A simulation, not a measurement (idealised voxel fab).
The process module that follows is named voxel capacitor over wiring.
Xsec cut, 150 nm wide, square cell size 5 nm.
Bands, listed from the top down, are how a cross-section gets written in this document; the cross-section itself is a grid of square cells, and a band is one or more rows of them.
It is stipulated that each band's entry specify, in nanometres, the height of the top of the band and then that of its bottom, followed by the materials of the band in left-to-right sequence, each together with its width in nanometres. A single material marked by the word "everywhere" is understood to fill the band from edge to edge; the word "empty" is understood to denote empty space.
Basically, 0 is our baseline, since under it the wafer straight out of the box is all one material. The bottom band has no lower end and keeps on going down, so it looks like "0 down".
Think of "30..40" as a width that walks from the first number to the second as you go down the band, top row to bottom row, taking equal-sized steps from row to row.
It should be understood that the words "left unchanged", when stated for a given step, signify that the cross-section underwent no change in any of its cells during that step.
The label "Enclosed internal voids" introduces a list of the empty spaces, 8 cells or larger, that have no open way up to the top; each entry in it reads width x height at distance, where the distance is taken from the left edge and all three are stated in nm.
Whatever follows a step's settings on its line is a remark the simulator itself makes about that step.
You can add "overlay nm" to a step's line. For a step with a mask, it describes how far the mask lay to the right of its planned position, and a negative number describes a lay to the left.

Set out below are the planned steps of the process:
1. RECEIVE (material Si)
2. CONFORMAL_DEP (material SiO2; thk nm 15)
3. DIRECTIONAL_DEP (material TiN; thk nm 5)
4. DIRECTIONAL_DEP (material Ru; thk nm 15)
5. MASKED_ETCH (tone cover; mask id METAL_1; width nm 20; pitch nm 75; etch materials Ru; depth nm 15; overlay nm 0)
6. MASKED_ETCH (tone cover; mask id METAL_1; width nm 20; pitch nm 75; etch materials TiN; depth nm 5; overlay nm 0)
7. FILL_DEP (material lowk; thk nm 5)
8. CMP (height nm 35)
9. CONFORMAL_DEP (material SiCN; thk nm 5)
10. DIRECTIONAL_DEP (material SiO2; thk nm 10)
11. DIRECTIONAL_DEP (material aC; thk nm 10)
12. PATTERN (tone open; mask id PLUG_1; material resist; width nm 15; thk nm 30; overlay nm 0)
13. DIRECTIONAL_ETCH (etch materials aC; depth nm 10)
14. STRIP (etch materials resist)
15. DIRECTIONAL_ETCH (etch materials SiO2; depth nm 10)
16. DIRECTIONAL_ETCH (etch materials SiCN; depth nm 5)
17. STRIP (etch materials aC)
18. EPI (material Ru; thk nm 10)
19. EPI (material Ru; thk nm 5)
20. DIRECTIONAL_DEP (material TiN; thk nm 10)
21. DIRECTIONAL_DEP (material Al2O3; thk nm 5)
22. DIRECTIONAL_DEP (material TiN; thk nm 5)
23. DIRECTIONAL_DEP (material aC; thk nm 10)
24. PATTERN (tone cover; mask id UPPER_PLATE; material resist; width nm 60; thk nm 25; overlay nm 0)
25. DIRECTIONAL_ETCH (etch materials aC; depth nm 10)
26. STRIP (etch materials resist)
27. DIRECTIONAL_ETCH (etch materials TiN; depth nm 5)
28. DIRECTIONAL_ETCH (etch materials Al2O3; depth nm 5)
29. STRIP (etch materials aC)
30. DIRECTIONAL_DEP (material aC; thk nm 15)
31. PATTERN (tone cover; mask id LOWER_PLATE; material resist; width nm 70; thk nm 30; overlay nm 0)
32. DIRECTIONAL_ETCH (etch materials aC; depth nm 15)
33. STRIP (etch materials resist)
34. DIRECTIONAL_ETCH (etch materials TiN; depth nm 10)
35. STRIP (etch materials aC)
36. FILL_DEP (material SiO2; thk nm 20)
37. CMP (height nm 85)
38. MASKED_ETCH (tone open; mask id PLUG_2; width nm 15; etch materials SiO2; depth nm 15; overlay nm 0)
39. CONFORMAL_DEP (material TiN; thk nm 5)
40. FILL_DEP (material W; thk nm 10)
41. CMP (height nm 85)
42. CONFORMAL_DEP (material SiN; thk nm 5)

Here's what the wafer looked like in cross-section when it arrived - that's after step 1:
* 0 down = Si everywhere
* Enclosed internal voids: none

The plan above was carried out on the starting structure above with one mistake, and this cross-section shows the wafer at the end of the module:
* 90 to 85 = SiN everywhere
* 85 to 75 = 40..30 nm SiO2, 15..25 nm TiN, 95 nm SiO2
* 75 to 70 = 30 nm SiO2, 25 nm Al2O3, 95 nm SiO2
* 70 to 65 = 25 nm SiO2, 65 nm TiN, 60 nm SiO2
* 65 to 60 = 25 nm SiO2, 30 nm TiN, 35 nm Al2O3, 60 nm SiO2
* 60 to 50 = 20 nm SiO2, 35 nm Ru, 40 nm TiN, 55 nm SiO2
* 50 to 40 = 30 nm SiO2, 15 nm Ru, 105 nm SiO2
* 40 to 35 = 30 nm SiCN, 15 nm Ru, 105 nm SiCN
* 35 to 20 = 25 nm lowk, 20 nm Ru, 55 nm lowk, 20 nm Ru, 30 nm lowk
* 20 to 15 = 25 nm lowk, 20 nm TiN, 55 nm lowk, 20 nm TiN, 30 nm lowk
* 15 to 0 = SiO2 everywhere
* 0 down = Si everywhere
* Enclosed internal voids: none
What broke from the plan during processing? step 18 in the plan was executed twice
